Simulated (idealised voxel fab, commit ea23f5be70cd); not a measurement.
Name of the process module below: voxel trench capacitor
The width of the displayed cross-section, cut, is 245 nm; its cells are square, with a size of 5 nm.
Just so we're on the same page, the cross-sections are grids of square cells, and they're listed out in bands top to bottom, each band one or more rows deep. For a band, the entry starts with two heights in nm, that of the top and then that of the bottom, and carries on with the band's materials in order from left to right, each alongside its width in nm; the word "edge to edge" beside a single material means it fills the band edge to edge, and "blank" means empty space. Heights are reckoned from 0. Under this level, the received wafer is all of one material. The bottommost band is open-ended downward, for example "z 0 and below". The width entry "30->40" should be interpreted row by row: the top row of cells in the band takes the first number, the bottom row takes the second number, and the change between adjacent rows is uniform throughout. Reading "no change" for a step: not a cell of the cross-section changed in it. Entry "Internal closed voids" = empty spaces >= 8 cells with no open way to the top; each as width x height at distance, distance from left edge, all nm. It should be noted that, on the line of a given step, the content following the step's settings is a remark produced by the simulator itself with respect to that step. The optional step-line setting "overlay nm" applies to steps with a mask and quantifies how far to the right of its planned location the mask lay, a negative value indicating leftward placement.
Process steps foreseen in the plan:
| 1 | RECEIVE (material Si) |
| 2 | CONFORMAL_DEP (material SiN; thk nm 5) |
| 3 | DIRECTIONAL_DEP (material aC; thk nm 15) |
| 4 | PATTERN (tone open; mask id TRENCH; material resist; width nm 15; pitch nm 35; thk nm 35; overlay nm 0) |
| 5 | DIRECTIONAL_ETCH (etch materials aC; depth nm 15) |
| 6 | STRIP (etch materials resist) |
| 7 | DIRECTIONAL_ETCH (etch materials SiN; depth nm 5) |
| 8 | DIRECTIONAL_ETCH (etch materials Si; depth nm 35) |
| 9 | STRIP (etch materials aC) |
| 10 | CONFORMAL_DEP (material SiO2; thk nm 5) |
| 11 | FILL_DEP (material polySi; thk nm 10) |
| 12 | CMP (height nm 5) |
On the first of the two wafers: run conducted according to plan:
Cross-section of the incoming wafer, state after step 1:
> z 0 and below | Si edge to edge
> Internal closed voids: none
Presented here is a cross-section of the wafer after step 2 has been performed:
> z 5 to 0 | SiN edge to edge
> Anything lower than 0 is untouched.
Presented here is a cross-section of the wafer after step 3 has been performed:
> z 20 to 5 | aC edge to edge
> Anything lower than 5 is untouched.
Presented here is a cross-section of the wafer after step 4 has been performed:
> z 55 to 20 | resist 95 | blank 15 | resist 20 | blank 15 | resist 100
> Anything lower than 20 is untouched.
Presented here is a cross-section of the wafer after step 5 has been performed:
> z 40 to 20 | resist 95 | blank 15 | resist 20 | blank 15 | resist 100
> z 20 to 5 | aC 95 | blank 15 | aC 20 | blank 15 | aC 100
> Anything lower than 5 is untouched.
Presented here is a cross-section of the wafer after step 6 has been performed:
> z 20 to 5 | aC 95 | blank 15 | aC 20 | blank 15 | aC 100
> Anything lower than 5 is untouched.
Presented here is a cross-section of the wafer after step 7 has been performed:
> z 20 to 5 | aC 95 | blank 15 | aC 20 | blank 15 | aC 100
> z 5 to 0 | SiN 95 | blank 15 | SiN 20 | blank 15 | SiN 100
> Anything lower than 0 is untouched.
Presented here is a cross-section of the wafer after step 8 has been performed:
> z 20 to 5 | aC 95 | blank 15 | aC 20 | blank 15 | aC 100
> z 5 to 0 | SiN 95 | blank 15 | SiN 20 | blank 15 | SiN 100
> z 0 to -35 | Si 95 | blank 15 | Si 20 | blank 15 | Si 100
> Anything lower than -35 is untouched.
Presented here is a cross-section of the wafer after step 9 has been performed:
> z 5 to 0 | SiN 95 | blank 15 | SiN 20 | blank 15 | SiN 100
> Anything lower than 0 is untouched.
Presented here is a cross-section of the wafer after step 10 has been performed:
> z 10 to 5 | SiO2 100 | blank 5 | SiO2 30 | blank 5 | SiO2 105
> z 5 to 0 | SiN 95 | SiO2 5 | blank 5 | SiO2 5 | SiN 20 | SiO2 5 | blank 5 | SiO2 5 | SiN 100
> z 0 to -30 | Si 95 | SiO2 5 | blank 5 | SiO2 5 | Si 20 | SiO2 5 | blank 5 | SiO2 5 | Si 100
> z -30 to -35 | Si 95 | SiO2 15 | Si 20 | SiO2 15 | Si 100
> Anything lower than -35 is untouched.
Presented here is a cross-section of the wafer after step 11 has been performed:
> z 20 to 10 | polySi edge to edge
> z 10 to 5 | SiO2 100 | polySi 5 | SiO2 30 | polySi 5 | SiO2 105
> z 5 to 0 | SiN 95 | SiO2 5 | polySi 5 | SiO2 5 | SiN 20 | SiO2 5 | polySi 5 | SiO2 5 | SiN 100
> z 0 to -30 | Si 95 | SiO2 5 | polySi 5 | SiO2 5 | Si 20 | SiO2 5 | polySi 5 | SiO2 5 | Si 100
> Anything lower than -30 is untouched.
Presented here is a cross-section of the wafer after step 12 has been performed:
> z 5 to 0 | SiN 95 | SiO2 5 | polySi 5 | SiO2 5 | SiN 20 | SiO2 5 | polySi 5 | SiO2 5 | SiN 100
> Anything lower than 0 is untouched.
Now the other wafer: same start, same recipe, but we messed up one thing when running it. Up to and including step 3 it's the same as the first one:
Cross-section of the second wafer corresponding to the planned conclusion of step 4:
> z 55 to 20 | blank 95 | resist 15 | blank 20 | resist 15 | blank 100
> Anything lower than 20 is untouched.
Cross-section of the second wafer corresponding to the planned conclusion of step 5:
> z 40 to 20 | blank 95 | resist 15 | blank 20 | resist 15 | blank 100
> z 20 to 5 | blank 95 | aC 15 | blank 20 | aC 15 | blank 100
> Anything lower than 5 is untouched.
Cross-section of the second wafer corresponding to the planned conclusion of step 6:
> z 20 to 5 | blank 95 | aC 15 | blank 20 | aC 15 | blank 100
> Anything lower than 5 is untouched.
Cross-section of the second wafer corresponding to the planned conclusion of step 7:
> z 20 to 5 | blank 95 | aC 15 | blank 20 | aC 15 | blank 100
> z 5 to 0 | blank 95 | SiN 15 | blank 20 | SiN 15 | blank 100
> Anything lower than 0 is untouched.
Cross-section of the second wafer corresponding to the planned conclusion of step 8:
> z 20 to 5 | blank 95 | aC 15 | blank 20 | aC 15 | blank 100
> z 5 to 0 | blank 95 | SiN 15 | blank 20 | SiN 15 | blank 100
> z 0 to -35 | blank 95 | Si 15 | blank 20 | Si 15 | blank 100
> Anything lower than -35 is untouched.
Cross-section of the second wafer corresponding to the planned conclusion of step 9:
> z 5 to 0 | blank 95 | SiN 15 | blank 20 | SiN 15 | blank 100
> Anything lower than 0 is untouched.
Cross-section of the second wafer corresponding to the planned conclusion of step 10:
> z 10 to 5 | blank 90 | SiO2 25 | blank 10 | SiO2 25 | blank 95
> z 5 to 0 | blank 90 | SiO2 5 | SiN 15 | SiO2 5 | blank 10 | SiO2 5 | SiN 15 | SiO2 5 | blank 95
> z 0 to -30 | blank 90 | SiO2 5 | Si 15 | SiO2 5 | blank 10 | SiO2 5 | Si 15 | SiO2 5 | blank 95
> z -30 to -35 | SiO2 95 | Si 15 | SiO2 20 | Si 15 | SiO2 100
> Anything lower than -35 is untouched.
Cross-section of the second wafer corresponding to the planned conclusion of step 11:
> z 20 to 10 | polySi edge to edge
> z 10 to 5 | polySi 90 | SiO2 25 | polySi 10 | SiO2 25 | polySi 95
> z 5 to 0 | polySi 90 | SiO2 5 | SiN 15 | SiO2 5 | polySi 10 | SiO2 5 | SiN 15 | SiO2 5 | polySi 95
> z 0 to -30 | polySi 90 | SiO2 5 | Si 15 | SiO2 5 | polySi 10 | SiO2 5 | Si 15 | SiO2 5 | polySi 95
> Anything lower than -30 is untouched.
Cross-section of the second wafer corresponding to the planned conclusion of step 12:
> z 5 to 0 | polySi 90 | SiO2 5 | SiN 15 | SiO2 5 | polySi 10 | SiO2 5 | SiN 15 | SiO2 5 | polySi 95
> Anything lower than 0 is untouched.
Nonconformance to the process plan: step 4 ran as: PATTERN (tone cover; mask id TRENCH; material resist; width nm 15; pitch nm 35; thk nm 35; overlay nm 0)
Wrapping up, a cell-based count of both wafers puts the second over or under the first for these materials: Si -259 | SiN -37 | SiO2 +37 | polySi +259
